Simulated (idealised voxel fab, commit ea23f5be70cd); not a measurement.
Process module, titled voxel self aligned contacts
For reference, the cross-section in this document is cut, with width 300 nm and square cells of 5 nm.
Reading order for cross-sections: top band down to bottom band. Underlying form: a grid of square cells. Band size: one or more rows of cells.
The entry gives the band's vertical extent as a top height and a bottom height in nm, then its horizontal make-up as materials from left to right, each with a width in nm. "empty" stands for empty space; a single material marked "all across" fills the band edge to edge.
Heads up on the height convention: 0 is the point under which the incoming wafer is all one material, and the lowest band has no bottom, it just keeps going down, like "0 nm and below".
Width spec "30->40" -> top row of cells at first value, bottom row at second value, equal per-row change in between.
Where a step carries "no alteration", the cross-section came out of it unchanged, cell for cell.
Listed in "Voids, enclosed": every empty space of 8 or more cells without an open way to the top. Form: width x height at distance, the distance being from the left edge, all in nm.
It should be noted that, on the line of a given step, the content following the step's settings is a remark produced by the simulator itself with respect to that step.
The line of a step may include "overlay nm". On a step with a mask, this value is how far to the right of its planned place the mask lay. A negative value means the mask lay to the left.
Pairs ahead. Before: cross-section ahead of one process step. After: cross-section once the step is done, shown to the lowest changed band only. Under each pair: that step, with settings. Caution: pairs may come from different runs of this module on the same starting wafer; a pair follows the pair above only where its "Incoming structure" entry says so.

**Incoming structure**
> 0 nm and below | Si all across
> Voids, enclosed: none

**Cross-Section Thereafter**
> 5 nm to 0 nm | SiO2 all across
> Unchanged below 0.
> Voids, enclosed: none
Link between the two cross-sections above: CONFORMAL_DEP [material SiO2] [thk nm 5]

Incoming structure: identical to the post-step cross-section of the immediately preceding pair.

**Cross-Section Thereafter**
> 25 nm to 5 nm | polySi all across
> Unchanged below 5.
> Voids, enclosed: none
Link between the two cross-sections above: DIRECTIONAL_DEP [material polySi] [thk nm 20]

Incoming structure: identical to the post-step cross-section of the immediately preceding pair.

**Cross-Section Thereafter**
> 50 nm to 25 nm | SiN all across
> Unchanged below 25.
> Voids, enclosed: none
Link between the two cross-sections above: DIRECTIONAL_DEP [material SiN] [thk nm 25]

Incoming structure: identical to the post-step cross-section of the immediately preceding pair.

**Cross-Section Thereafter**
> 50 nm to 25 nm | 95 nm empty, 30 nm SiN, 45 nm empty, 30 nm SiN, 100 nm empty
> Unchanged below 25.
> Voids, enclosed: none
Link between the two cross-sections above: MASKED_ETCH [tone cover] [mask id GATE] [width nm 30] [pitch nm 75] [etch materials SiN] [depth nm 25] [overlay nm 0]

Incoming structure: identical to the post-step cross-section of the immediately preceding pair.

**Cross-Section Thereafter**
> 50 nm to 25 nm | 95 nm empty, 30 nm SiN, 45 nm empty, 30 nm SiN, 100 nm empty
> 25 nm to 5 nm | 95 nm empty, 30 nm polySi, 45 nm empty, 30 nm polySi, 100 nm empty
> Unchanged below 5.
> Voids, enclosed: none
Link between the two cross-sections above: MASKED_ETCH [tone cover] [mask id GATE] [width nm 30] [pitch nm 75] [etch materials polySi] [depth nm 20] [overlay nm 0]

Incoming structure: identical to the post-step cross-section of the immediately preceding pair.

**Cross-Section Thereafter**
> 60 nm to 25 nm | 85 nm empty, 50 nm SiN, 25 nm empty, 50 nm SiN, 90 nm empty
> 25 nm to 15 nm | 85 nm empty, 10 nm SiN, 30 nm polySi, 10 nm SiN, 25 nm empty, 10 nm SiN, 30 nm polySi, 10 nm SiN, 90 nm empty
> 15 nm to 5 nm | 95 nm SiN, 30 nm polySi, 45 nm SiN, 30 nm polySi, 100 nm SiN
> Unchanged below 5.
> Voids, enclosed: none
Link between the two cross-sections above: CONFORMAL_DEP [material SiN] [thk nm 10]

Incoming structure: identical to the post-step cross-section of the immediately preceding pair.

**Cross-Section Thereafter**
> 50 nm to 25 nm | 85 nm empty, 50 nm SiN, 25 nm empty, 50 nm SiN, 90 nm empty
> 25 nm to 5 nm | 85 nm empty, 10 nm SiN, 30 nm polySi, 10 nm SiN, 25 nm empty, 10 nm SiN, 30 nm polySi, 10 nm SiN, 90 nm empty
> Unchanged below 5.
> Voids, enclosed: none
Link between the two cross-sections above: DIRECTIONAL_ETCH [etch materials SiN] [depth nm 10]

Incoming structure: identical to the post-step cross-section of the immediately preceding pair.

**Cross-Section Thereafter**
> 65 nm to 50 nm | SiO2 all across
> 50 nm to 25 nm | 85 nm SiO2, 50 nm SiN, 25 nm SiO2, 50 nm SiN, 90 nm SiO2
> 25 nm to 5 nm | 85 nm SiO2, 10 nm SiN, 30 nm polySi, 10 nm SiN, 25 nm SiO2, 10 nm SiN, 30 nm polySi, 10 nm SiN, 90 nm SiO2
> Unchanged below 5.
> Voids, enclosed: none
Link between the two cross-sections above: FILL_DEP [material SiO2] [thk nm 15]

Incoming structure: identical to the post-step cross-section of the immediately preceding pair.

**Cross-Section Thereafter**
> 60 nm to 50 nm | SiO2 all across
> Unchanged below 50.
> Voids, enclosed: none
Link between the two cross-sections above: CMP [height nm 60]

Incoming structure: identical to the post-step cross-section of the immediately preceding pair.

**Cross-Section Thereafter**
> 75 nm to 60 nm | aC all across
> Unchanged below 60.
> Voids, enclosed: none
Link between the two cross-sections above: DIRECTIONAL_DEP [material aC] [thk nm 15]

Incoming structure: identical to the post-step cross-section of the immediately preceding pair.

**Cross-Section Thereafter**
> 105 nm to 75 nm | 120 nm resist, 55 nm empty, 125 nm resist
> Unchanged below 75.
> Voids, enclosed: none
Link between the two cross-sections above: PATTERN [tone open] [mask id CONTACT] [material resist] [width nm 55] [thk nm 30] [overlay nm 0]

Incoming structure: identical to the post-step cross-section of the immediately preceding pair.

**Cross-Section Thereafter**
> 90 nm to 75 nm | 120 nm resist, 55 nm empty, 125 nm resist
> 75 nm to 60 nm | 120 nm aC, 55 nm empty, 125 nm aC
> Unchanged below 60.
> Voids, enclosed: none
Link between the two cross-sections above: DIRECTIONAL_ETCH [etch materials aC] [depth nm 15]

Incoming structure: identical to the post-step cross-section of the immediately preceding pair.

**Cross-Section Thereafter**
> 75 nm to 60 nm | 120 nm aC, 55 nm empty, 125 nm aC
> Unchanged below 60.
> Voids, enclosed: none
Link between the two cross-sections above: STRIP [etch materials resist]

Incoming structure: identical to the post-step cross-section of the immediately preceding pair.

**Cross-Section Thereafter**
> 75 nm to 60 nm | 120 nm aC, 55 nm empty, 125 nm aC
> 60 nm to 50 nm | 120 nm SiO2, 55 nm empty, 125 nm SiO2
> 50 nm to 25 nm | 85 nm SiO2, 50 nm SiN, 25 nm empty, 50 nm SiN, 90 nm SiO2
> 25 nm to 5 nm | 85 nm SiO2, 10 nm SiN, 30 nm polySi, 10 nm SiN, 25 nm empty, 10 nm SiN, 30 nm polySi, 10 nm SiN, 90 nm SiO2
> 5 nm to 0 nm | 135 nm SiO2, 25 nm empty, 140 nm SiO2
> Unchanged below 0.
> Voids, enclosed: none
Link between the two cross-sections above: DIRECTIONAL_ETCH [etch materials SiO2] [depth nm 60]

Incoming structure: identical to the post-step cross-section of the immediately preceding pair.

**Cross-Section Thereafter**
> 60 nm to 50 nm | 120 nm SiO2, 55 nm empty, 125 nm SiO2
> Unchanged below 50.
> Voids, enclosed: none
Link between the two cross-sections above: STRIP [etch materials aC]

Incoming structure: identical to the post-step cross-section of the immediately preceding pair.

**Cross-Section Thereafter**
> 65 nm to 60 nm | 125 nm TiN, 45 nm empty, 130 nm TiN
> 60 nm to 50 nm | 120 nm SiO2, 5->20 nm TiN, 45->15 nm empty, 5->20 nm TiN, 125 nm SiO2
> 50 nm to 25 nm | 85 nm SiO2, 50 nm SiN, 5 nm TiN, 15 nm empty, 5 nm TiN, 50 nm SiN, 90 nm SiO2
> 25 nm to 5 nm | 85 nm SiO2, 10 nm SiN, 30 nm polySi, 10 nm SiN, 5 nm TiN, 15 nm empty, 5 nm TiN, 10 nm SiN, 30 nm polySi, 10 nm SiN, 90 nm SiO2
> 5 nm to 0 nm | 135 nm SiO2, 25 nm TiN, 140 nm SiO2
> Unchanged below 0.
> Voids, enclosed: none
Link between the two cross-sections above: CONFORMAL_DEP [material TiN] [thk nm 5]

Incoming structure: identical to the post-step cross-section of the immediately preceding pair.

**Cross-Section Thereafter**
> 75 nm to 65 nm | W all across
> 65 nm to 60 nm | 125 nm TiN, 45 nm W, 130 nm TiN
> 60 nm to 50 nm | 120 nm SiO2, 5->20 nm TiN, 45->15 nm W, 5->20 nm TiN, 125 nm SiO2
> 50 nm to 25 nm | 85 nm SiO2, 50 nm SiN, 5 nm TiN, 15 nm W, 5 nm TiN, 50 nm SiN, 90 nm SiO2
> 25 nm to 5 nm | 85 nm SiO2, 10 nm SiN, 30 nm polySi, 10 nm SiN, 5 nm TiN, 15 nm W, 5 nm TiN, 10 nm SiN, 30 nm polySi, 10 nm SiN, 90 nm SiO2
> Unchanged below 5.
> Voids, enclosed: none
Link between the two cross-sections above: FILL_DEP [material W] [thk nm 10]

Incoming structure: identical to the post-step cross-section of the immediately preceding pair.

**Cross-Section Thereafter**
> 60 nm to 50 nm | 120 nm SiO2, 5->20 nm TiN, 45->15 nm W, 5->20 nm TiN, 125 nm SiO2
> Unchanged below 50.
> Voids, enclosed: none
Link between the two cross-sections above: CMP [height nm 60]

Incoming structure: identical to the post-step cross-section of the immediately preceding pair.

**Cross-Section Thereafter**
> 65 nm to 60 nm | SiN all across
> Unchanged below 60.
> Voids, enclosed: none
Link between the two cross-sections above: CONFORMAL_DEP [material SiN] [thk nm 5]

**Incoming structure**
> 75 nm to 65 nm | W all across
> 65 nm to 60 nm | 125 nm TiN, 45 nm W, 130 nm TiN
> 60 nm to 50 nm | 120 nm SiO2, 5->20 nm TiN, 45->15 nm W, 5->20 nm TiN, 125 nm SiO2
> 50 nm to 25 nm | 85 nm SiO2, 50 nm SiN, 5 nm TiN, 15 nm W, 5 nm TiN, 50 nm SiN, 90 nm SiO2
> 25 nm to 5 nm | 85 nm SiO2, 10 nm SiN, 30 nm polySi, 10 nm SiN, 5 nm TiN, 15 nm W, 5 nm TiN, 10 nm SiN, 30 nm polySi, 10 nm SiN, 90 nm SiO2
> 5 nm to 0 nm | 135 nm SiO2, 25 nm TiN, 140 nm SiO2
> 0 nm and below | Si all across
> Voids, enclosed: none

**Cross-Section Thereafter**
> 80 nm to 75 nm | SiN all across
> Unchanged below 75.
> Voids, enclosed: none
Link between the two cross-sections above: CONFORMAL_DEP [material SiN] [thk nm 5]

**Incoming structure**
> 50 nm to 25 nm | SiN all across
> 25 nm to 5 nm | polySi all across
> 5 nm to 0 nm | SiO2 all across
> 0 nm and below | Si all across
> Voids, enclosed: none

**Cross-Section Thereafter**
> 75 nm to 25 nm | SiN all across
> Unchanged below 25.
> Voids, enclosed: none
Link between the two cross-sections above: DIRECTIONAL_DEP [material SiN] [thk nm 25]

Incoming structure: identical to the post-step cross-section of the immediately preceding pair.

**Cross-Section Thereafter**
> 75 nm to 50 nm | 95 nm empty, 30 nm SiN, 45 nm empty, 30 nm SiN, 100 nm empty
> Unchanged below 50.
> Voids, enclosed: none
Link between the two cross-sections above: MASKED_ETCH [tone cover] [mask id GATE] [width nm 30] [pitch nm 75] [etch materials SiN] [depth nm 25] [overlay nm 0]

Incoming structure: identical to the post-step cross-section of the immediately preceding pair.

**Cross-Section Thereafter**
> 85 nm to 60 nm | 85 nm empty, 50 nm SiN, 25 nm empty, 50 nm SiN, 90 nm empty
> 60 nm to 25 nm | SiN all across
> Unchanged below 25.
> Voids, enclosed: none
Link between the two cross-sections above: CONFORMAL_DEP [material SiN] [thk nm 10]

Incoming structure: identical to the post-step cross-section of the immediately preceding pair.

**Cross-Section Thereafter**
> 75 nm to 50 nm | 85 nm empty, 50 nm SiN, 25 nm empty, 50 nm SiN, 90 nm empty
> Unchanged below 50.
> Voids, enclosed: none
Link between the two cross-sections above: DIRECTIONAL_ETCH [etch materials SiN] [depth nm 10]

Incoming structure: identical to the post-step cross-section of the immediately preceding pair.

**Cross-Section Thereafter**
> 90 nm to 75 nm | SiO2 all across
> 75 nm to 50 nm | 85 nm SiO2, 50 nm SiN, 25 nm SiO2, 50 nm SiN, 90 nm SiO2
> Unchanged below 50.
> Voids, enclosed: none
Link between the two cross-sections above: FILL_DEP [material SiO2] [thk nm 15]

Incoming structure: identical to the post-step cross-section of the immediately preceding pair.

**Cross-Section Thereafter**
> 60 nm to 50 nm | 85 nm SiO2, 50 nm SiN, 25 nm SiO2, 50 nm SiN, 90 nm SiO2
> Unchanged below 50.
> Voids, enclosed: none
Link between the two cross-sections above: CMP [height nm 60]

Incoming structure: identical to the post-step cross-section of the immediately preceding pair.

**Cross-Section Thereafter**
> 75 nm to 60 nm | aC all across
> Unchanged below 60.
> Voids, enclosed: none
Link between the two cross-sections above: DIRECTIONAL_DEP [material aC] [thk nm 15]

Incoming structure: identical to the post-step cross-section of the immediately preceding pair.

**Cross-Section Thereafter**
> 105 nm to 75 nm | 120 nm resist, 55 nm empty, 125 nm resist
> Unchanged below 75.
> Voids, enclosed: none
Link between the two cross-sections above: PATTERN [tone open] [mask id CONTACT] [material resist] [width nm 55] [thk nm 30] [overlay nm 0]

Incoming structure: identical to the post-step cross-section of the immediately preceding pair.

**Cross-Section Thereafter**
> 90 nm to 75 nm | 120 nm resist, 55 nm empty, 125 nm resist
> 75 nm to 60 nm | 120 nm aC, 55 nm empty, 125 nm aC
> Unchanged below 60.
> Voids, enclosed: none
Link between the two cross-sections above: DIRECTIONAL_ETCH [etch materials aC] [depth nm 15]

Incoming structure: identical to the post-step cross-section of the immediately preceding pair.

**Cross-Section Thereafter**
> 75 nm to 60 nm | 120 nm aC, 55 nm empty, 125 nm aC
> Unchanged below 60.
> Voids, enclosed: none
Link between the two cross-sections above: STRIP [etch materials resist]

Incoming structure: identical to the post-step cross-section of the immediately preceding pair.

**Cross-Section Thereafter**
> 75 nm to 60 nm | 120 nm aC, 55 nm empty, 125 nm aC
> 60 nm to 50 nm | 85 nm SiO2, 50 nm SiN, 25 nm empty, 50 nm SiN, 90 nm SiO2
> Unchanged below 50.
> Voids, enclosed: none
Link between the two cross-sections above: DIRECTIONAL_ETCH [etch materials SiO2] [depth nm 60]

Incoming structure: identical to the post-step cross-section of the immediately preceding pair.

**Cross-Section Thereafter**
> 60 nm to 50 nm | 85 nm SiO2, 50 nm SiN, 25 nm empty, 50 nm SiN, 90 nm SiO2
> Unchanged below 50.
> Voids, enclosed: none
Link between the two cross-sections above: STRIP [etch materials aC]

Incoming structure: identical to the post-step cross-section of the immediately preceding pair.

**Cross-Section Thereafter**
> 65 nm to 60 nm | 140 nm TiN, 15 nm empty, 145 nm TiN
> 60 nm to 55 nm | 85 nm SiO2, 50 nm SiN, 5 nm TiN, 15 nm empty, 5 nm TiN, 50 nm SiN, 90 nm SiO2
> 55 nm to 50 nm | 85 nm SiO2, 50 nm SiN, 25 nm TiN, 50 nm SiN, 90 nm SiO2
> Unchanged below 50.
> Voids, enclosed: none
Link between the two cross-sections above: CONFORMAL_DEP [material TiN] [thk nm 5]

Incoming structure: identical to the post-step cross-section of the immediately preceding pair.

**Cross-Section Thereafter**
> 75 nm to 65 nm | W all across
> 65 nm to 60 nm | 140 nm TiN, 15 nm W, 145 nm TiN
> 60 nm to 55 nm | 85 nm SiO2, 50 nm SiN, 5 nm TiN, 15 nm W, 5 nm TiN, 50 nm SiN, 90 nm SiO2
> Unchanged below 55.
> Voids, enclosed: none
Link between the two cross-sections above: FILL_DEP [material W] [thk nm 10]

Incoming structure: identical to the post-step cross-section of the immediately preceding pair.

**Cross-Section Thereafter**
> 60 nm to 55 nm | 85 nm SiO2, 50 nm SiN, 5 nm TiN, 15 nm W, 5 nm TiN, 50 nm SiN, 90 nm SiO2
> Unchanged below 55.
> Voids, enclosed: none
Link between the two cross-sections above: CMP [height nm 60]

Incoming structure: identical to the post-step cross-section of the immediately preceding pair.

**Cross-Section Thereafter**
> 65 nm to 60 nm | SiN all across
> Unchanged below 60.
> Voids, enclosed: none
Link between the two cross-sections above: CONFORMAL_DEP [material SiN] [thk nm 5]

**Incoming structure**
> 0 nm and below | Si all across
> Voids, enclosed: none

**Cross-Section Thereafter**
> 20 nm to 0 nm | polySi all across
> Unchanged below 0.
> Voids, enclosed: none
Link between the two cross-sections above: DIRECTIONAL_DEP [material polySi] [thk nm 20]

Incoming structure: identical to the post-step cross-section of the immediately preceding pair.

**Cross-Section Thereafter**
> 25 nm to 20 nm | SiO2 all across
> Unchanged below 20.
> Voids, enclosed: none
Link between the two cross-sections above: CONFORMAL_DEP [material SiO2] [thk nm 5]

Incoming structure: identical to the post-step cross-section of the immediately preceding pair.

**Cross-Section Thereafter**
> 50 nm to 25 nm | SiN all across
> Unchanged below 25.
> Voids, enclosed: none
Link between the two cross-sections above: DIRECTIONAL_DEP [material SiN] [thk nm 25]

Incoming structure: identical to the post-step cross-section of the immediately preceding pair.

**Cross-Section Thereafter**
> 50 nm to 25 nm | 95 nm empty, 30 nm SiN, 45 nm empty, 30 nm SiN, 100 nm empty
> Unchanged below 25.
> Voids, enclosed: none
Link between the two cross-sections above: MASKED_ETCH [tone cover] [mask id GATE] [width nm 30] [pitch nm 75] [etch materials SiN] [depth nm 25] [overlay nm 0]

Incoming structure: identical to the post-step cross-section of the immediately preceding pair.

**Cross-Section Thereafter**
> 60 nm to 35 nm | 85 nm empty, 50 nm SiN, 25 nm empty, 50 nm SiN, 90 nm empty
> 35 nm to 25 nm | SiN all across
> Unchanged below 25.
> Voids, enclosed: none
Link between the two cross-sections above: CONFORMAL_DEP [material SiN] [thk nm 10]

Incoming structure: identical to the post-step cross-section of the immediately preceding pair.

**Cross-Section Thereafter**
> 50 nm to 25 nm | 85 nm empty, 50 nm SiN, 25 nm empty, 50 nm SiN, 90 nm empty
> Unchanged below 25.
> Voids, enclosed: none
Link between the two cross-sections above: DIRECTIONAL_ETCH [etch materials SiN] [depth nm 10]

Incoming structure: identical to the post-step cross-section of the immediately preceding pair.

**Cross-Section Thereafter**
> 65 nm to 50 nm | SiO2 all across
> 50 nm to 25 nm | 85 nm SiO2, 50 nm SiN, 25 nm SiO2, 50 nm SiN, 90 nm SiO2
> Unchanged below 25.
> Voids, enclosed: none
Link between the two cross-sections above: FILL_DEP [material SiO2] [thk nm 15]

Incoming structure: identical to the post-step cross-section of the immediately preceding pair.

**Cross-Section Thereafter**
> 60 nm to 50 nm | SiO2 all across
> Unchanged below 50.
> Voids, enclosed: none
Link between the two cross-sections above: CMP [height nm 60]

Incoming structure: identical to the post-step cross-section of the immediately preceding pair.

**Cross-Section Thereafter**
> 75 nm to 60 nm | aC all across
> Unchanged below 60.
> Voids, enclosed: none
Link between the two cross-sections above: DIRECTIONAL_DEP [material aC] [thk nm 15]

Incoming structure: identical to the post-step cross-section of the immediately preceding pair.

**Cross-Section Thereafter**
> 105 nm to 75 nm | 120 nm resist, 55 nm empty, 125 nm resist
> Unchanged below 75.
> Voids, enclosed: none
Link between the two cross-sections above: PATTERN [tone open] [mask id CONTACT] [material resist] [width nm 55] [thk nm 30] [overlay nm 0]

Incoming structure: identical to the post-step cross-section of the immediately preceding pair.

**Cross-Section Thereafter**
> 90 nm to 75 nm | 120 nm resist, 55 nm empty, 125 nm resist
> 75 nm to 60 nm | 120 nm aC, 55 nm empty, 125 nm aC
> Unchanged below 60.
> Voids, enclosed: none
Link between the two cross-sections above: DIRECTIONAL_ETCH [etch materials aC] [depth nm 15]

Incoming structure: identical to the post-step cross-section of the immediately preceding pair.

**Cross-Section Thereafter**
> 75 nm to 60 nm | 120 nm aC, 55 nm empty, 125 nm aC
> Unchanged below 60.
> Voids, enclosed: none
Link between the two cross-sections above: STRIP [etch materials resist]

Incoming structure: identical to the post-step cross-section of the immediately preceding pair.

**Cross-Section Thereafter**
> 75 nm to 60 nm | 120 nm aC, 55 nm empty, 125 nm aC
> 60 nm to 50 nm | 120 nm SiO2, 55 nm empty, 125 nm SiO2
> 50 nm to 25 nm | 85 nm SiO2, 50 nm SiN, 25 nm empty, 50 nm SiN, 90 nm SiO2
> 25 nm to 20 nm | 135 nm SiO2, 25 nm empty, 140 nm SiO2
> Unchanged below 20.
> Voids, enclosed: none
Link between the two cross-sections above: DIRECTIONAL_ETCH [etch materials SiO2] [depth nm 60]

Incoming structure: identical to the post-step cross-section of the immediately preceding pair.

**Cross-Section Thereafter**
> 60 nm to 50 nm | 120 nm SiO2, 55 nm empty, 125 nm SiO2
> Unchanged below 50.
> Voids, enclosed: none
Link between the two cross-sections above: STRIP [etch materials aC]

Incoming structure: identical to the post-step cross-section of the immediately preceding pair.

**Cross-Section Thereafter**
> 65 nm to 60 nm | 125 nm TiN, 45 nm empty, 130 nm TiN
> 60 nm to 50 nm | 120 nm SiO2, 5->20 nm TiN, 45->15 nm empty, 5->20 nm TiN, 125 nm SiO2
> 50 nm to 25 nm | 85 nm SiO2, 50 nm SiN, 5 nm TiN, 15 nm empty, 5 nm TiN, 50 nm SiN, 90 nm SiO2
> 25 nm to 20 nm | 135 nm SiO2, 25 nm TiN, 140 nm SiO2
> Unchanged below 20.
> Voids, enclosed: none
Link between the two cross-sections above: CONFORMAL_DEP [material TiN] [thk nm 5]

Incoming structure: identical to the post-step cross-section of the immediately preceding pair.

**Cross-Section Thereafter**
> 75 nm to 65 nm | W all across
> 65 nm to 60 nm | 125 nm TiN, 45 nm W, 130 nm TiN
> 60 nm to 50 nm | 120 nm SiO2, 5->20 nm TiN, 45->15 nm W, 5->20 nm TiN, 125 nm SiO2
> 50 nm to 25 nm | 85 nm SiO2, 50 nm SiN, 5 nm TiN, 15 nm W, 5 nm TiN, 50 nm SiN, 90 nm SiO2
> Unchanged below 25.
> Voids, enclosed: none
Link between the two cross-sections above: FILL_DEP [material W] [thk nm 10]

Incoming structure: identical to the post-step cross-section of the immediately preceding pair.

**Cross-Section Thereafter**
> 60 nm to 50 nm | 120 nm SiO2, 5->20 nm TiN, 45->15 nm W, 5->20 nm TiN, 125 nm SiO2
> Unchanged below 50.
> Voids, enclosed: none
Link between the two cross-sections above: CMP [height nm 60]

Incoming structure: identical to the post-step cross-section of the immediately preceding pair.

**Cross-Section Thereafter**
> 65 nm to 60 nm | SiN all across
> Unchanged below 60.
> Voids, enclosed: none
Link between the two cross-sections above: CONFORMAL_DEP [material SiN] [thk nm 5]

**Incoming structure**
> 5 nm to 0 nm | SiO2 all across
> 0 nm and below | Si all across
> Voids, enclosed: none

**Cross-Section Thereafter**
> 30 nm to 5 nm | polySi all across
> Unchanged below 5.
> Voids, enclosed: none
Link between the two cross-sections above: DIRECTIONAL_DEP [material polySi] [thk nm 25]

Incoming structure: identical to the post-step cross-section of the immediately preceding pair.

**Cross-Section Thereafter**
> 55 nm to 30 nm | SiN all across
> Unchanged below 30.
> Voids, enclosed: none
Link between the two cross-sections above: DIRECTIONAL_DEP [material SiN] [thk nm 25]

Incoming structure: identical to the post-step cross-section of the immediately preceding pair.

**Cross-Section Thereafter**
> 55 nm to 30 nm | 95 nm empty, 30 nm SiN, 45 nm empty, 30 nm SiN, 100 nm empty
> Unchanged below 30.
> Voids, enclosed: none
Link between the two cross-sections above: MASKED_ETCH [tone cover] [mask id GATE] [width nm 30] [pitch nm 75] [etch materials SiN] [depth nm 25] [overlay nm 0]

Incoming structure: identical to the post-step cross-section of the immediately preceding pair.

**Cross-Section Thereafter**
> 55 nm to 30 nm | 95 nm empty, 30 nm SiN, 45 nm empty, 30 nm SiN, 100 nm empty
> 30 nm to 10 nm | 95 nm empty, 30 nm polySi, 45 nm empty, 30 nm polySi, 100 nm empty
> Unchanged below 10.
> Voids, enclosed: none
Link between the two cross-sections above: MASKED_ETCH [tone cover] [mask id GATE] [width nm 30] [pitch nm 75] [etch materials polySi] [depth nm 20] [overlay nm 0]

Incoming structure: identical to the post-step cross-section of the immediately preceding pair.

**Cross-Section Thereafter**
> 65 nm to 30 nm | 85 nm empty, 50 nm SiN, 25 nm empty, 50 nm SiN, 90 nm empty
> 30 nm to 20 nm | 85 nm empty, 10 nm SiN, 30 nm polySi, 10 nm SiN, 25 nm empty, 10 nm SiN, 30 nm polySi, 10 nm SiN, 90 nm empty
> 20 nm to 10 nm | 95 nm SiN, 30 nm polySi, 45 nm SiN, 30 nm polySi, 100 nm SiN
> Unchanged below 10.
> Voids, enclosed: none
Link between the two cross-sections above: CONFORMAL_DEP [material SiN] [thk nm 10]

Incoming structure: identical to the post-step cross-section of the immediately preceding pair.

**Cross-Section Thereafter**
> 55 nm to 30 nm | 85 nm empty, 50 nm SiN, 25 nm empty, 50 nm SiN, 90 nm empty
> 30 nm to 10 nm | 85 nm empty, 10 nm SiN, 30 nm polySi, 10 nm SiN, 25 nm empty, 10 nm SiN, 30 nm polySi, 10 nm SiN, 90 nm empty
> Unchanged below 10.
> Voids, enclosed: none
Link between the two cross-sections above: DIRECTIONAL_ETCH [etch materials SiN] [depth nm 10]

Incoming structure: identical to the post-step cross-section of the immediately preceding pair.

**Cross-Section Thereafter**
> 70 nm to 55 nm | SiO2 all across
> 55 nm to 30 nm | 85 nm SiO2, 50 nm SiN, 25 nm SiO2, 50 nm SiN, 90 nm SiO2
> 30 nm to 10 nm | 85 nm SiO2, 10 nm SiN, 30 nm polySi, 10 nm SiN, 25 nm SiO2, 10 nm SiN, 30 nm polySi, 10 nm SiN, 90 nm SiO2
> Unchanged below 10.
> Voids, enclosed: none
Link between the two cross-sections above: FILL_DEP [material SiO2] [thk nm 15]

Incoming structure: identical to the post-step cross-section of the immediately preceding pair.

**Cross-Section Thereafter**
> 60 nm to 55 nm | SiO2 all across
> Unchanged below 55.
> Voids, enclosed: none
Link between the two cross-sections above: CMP [height nm 60]

Incoming structure: identical to the post-step cross-section of the immediately preceding pair.

**Cross-Section Thereafter**
> 75 nm to 60 nm | aC all across
> Unchanged below 60.
> Voids, enclosed: none
Link between the two cross-sections above: DIRECTIONAL_DEP [material aC] [thk nm 15]

Incoming structure: identical to the post-step cross-section of the immediately preceding pair.

**Cross-Section Thereafter**
> 105 nm to 75 nm | 120 nm resist, 55 nm empty, 125 nm resist
> Unchanged below 75.
> Voids, enclosed: none
Link between the two cross-sections above: PATTERN [tone open] [mask id CONTACT] [material resist] [width nm 55] [thk nm 30] [overlay nm 0]

Incoming structure: identical to the post-step cross-section of the immediately preceding pair.

**Cross-Section Thereafter**
> 90 nm to 75 nm | 120 nm resist, 55 nm empty, 125 nm resist
> 75 nm to 60 nm | 120 nm aC, 55 nm empty, 125 nm aC
> Unchanged below 60.
> Voids, enclosed: none
Link between the two cross-sections above: DIRECTIONAL_ETCH [etch materials aC] [depth nm 15]

Incoming structure: identical to the post-step cross-section of the immediately preceding pair.

**Cross-Section Thereafter**
> 75 nm to 60 nm | 120 nm aC, 55 nm empty, 125 nm aC
> Unchanged below 60.
> Voids, enclosed: none
Link between the two cross-sections above: STRIP [etch materials resist]

Incoming structure: identical to the post-step cross-section of the immediately preceding pair.

**Cross-Section Thereafter**
> 75 nm to 60 nm | 120 nm aC, 55 nm empty, 125 nm aC
> 60 nm to 55 nm | 120 nm SiO2, 55 nm empty, 125 nm SiO2
> 55 nm to 30 nm | 85 nm SiO2, 50 nm SiN, 25 nm empty, 50 nm SiN, 90 nm SiO2
> 30 nm to 10 nm | 85 nm SiO2, 10 nm SiN, 30 nm polySi, 10 nm SiN, 25 nm empty, 10 nm SiN, 30 nm polySi, 10 nm SiN, 90 nm SiO2
> Unchanged below 10.
> Voids, enclosed: none
Link between the two cross-sections above: DIRECTIONAL_ETCH [etch materials SiO2] [depth nm 60]

Incoming structure: identical to the post-step cross-section of the immediately preceding pair.

**Cross-Section Thereafter**
> 60 nm to 55 nm | 120 nm SiO2, 55 nm empty, 125 nm SiO2
> Unchanged below 55.
> Voids, enclosed: none
Link between the two cross-sections above: STRIP [etch materials aC]

Incoming structure: identical to the post-step cross-section of the immediately preceding pair.

**Cross-Section Thereafter**
> 65 nm to 60 nm | 125 nm TiN, 45 nm empty, 130 nm TiN
> 60 nm to 55 nm | 120 nm SiO2, 20 nm TiN, 15 nm empty, 20 nm TiN, 125 nm SiO2
> 55 nm to 30 nm | 85 nm SiO2, 50 nm SiN, 5 nm TiN, 15 nm empty, 5 nm TiN, 50 nm SiN, 90 nm SiO2
> 30 nm to 15 nm | 85 nm SiO2, 10 nm SiN, 30 nm polySi, 10 nm SiN, 5 nm TiN, 15 nm empty, 5 nm TiN, 10 nm SiN, 30 nm polySi, 10 nm SiN, 90 nm SiO2
> 15 nm to 10 nm | 85 nm SiO2, 10 nm SiN, 30 nm polySi, 10 nm SiN, 25 nm TiN, 10 nm SiN, 30 nm polySi, 10 nm SiN, 90 nm SiO2
> Unchanged below 10.
> Voids, enclosed: none
Link between the two cross-sections above: CONFORMAL_DEP [material TiN] [thk nm 5]

Incoming structure: identical to the post-step cross-section of the immediately preceding pair.

**Cross-Section Thereafter**
> 75 nm to 65 nm | W all across
> 65 nm to 60 nm | 125 nm TiN, 45 nm W, 130 nm TiN
> 60 nm to 55 nm | 120 nm SiO2, 20 nm TiN, 15 nm W, 20 nm TiN, 125 nm SiO2
> 55 nm to 30 nm | 85 nm SiO2, 50 nm SiN, 5 nm TiN, 15 nm W, 5 nm TiN, 50 nm SiN, 90 nm SiO2
> 30 nm to 15 nm | 85 nm SiO2, 10 nm SiN, 30 nm polySi, 10 nm SiN, 5 nm TiN, 15 nm W, 5 nm TiN, 10 nm SiN, 30 nm polySi, 10 nm SiN, 90 nm SiO2
> Unchanged below 15.
> Voids, enclosed: none
Link between the two cross-sections above: FILL_DEP [material W] [thk nm 10]

Incoming structure: identical to the post-step cross-section of the immediately preceding pair.

**Cross-Section Thereafter**
> 60 nm to 55 nm | 120 nm SiO2, 20 nm TiN, 15 nm W, 20 nm TiN, 125 nm SiO2
> Unchanged below 55.
> Voids, enclosed: none
Link between the two cross-sections above: CMP [height nm 60]

Incoming structure: identical to the post-step cross-section of the immediately preceding pair.

**Cross-Section Thereafter**
> 65 nm to 60 nm | SiN all across
> Unchanged below 60.
> Voids, enclosed: none
Link between the two cross-sections above: CONFORMAL_DEP [material SiN] [thk nm 5]
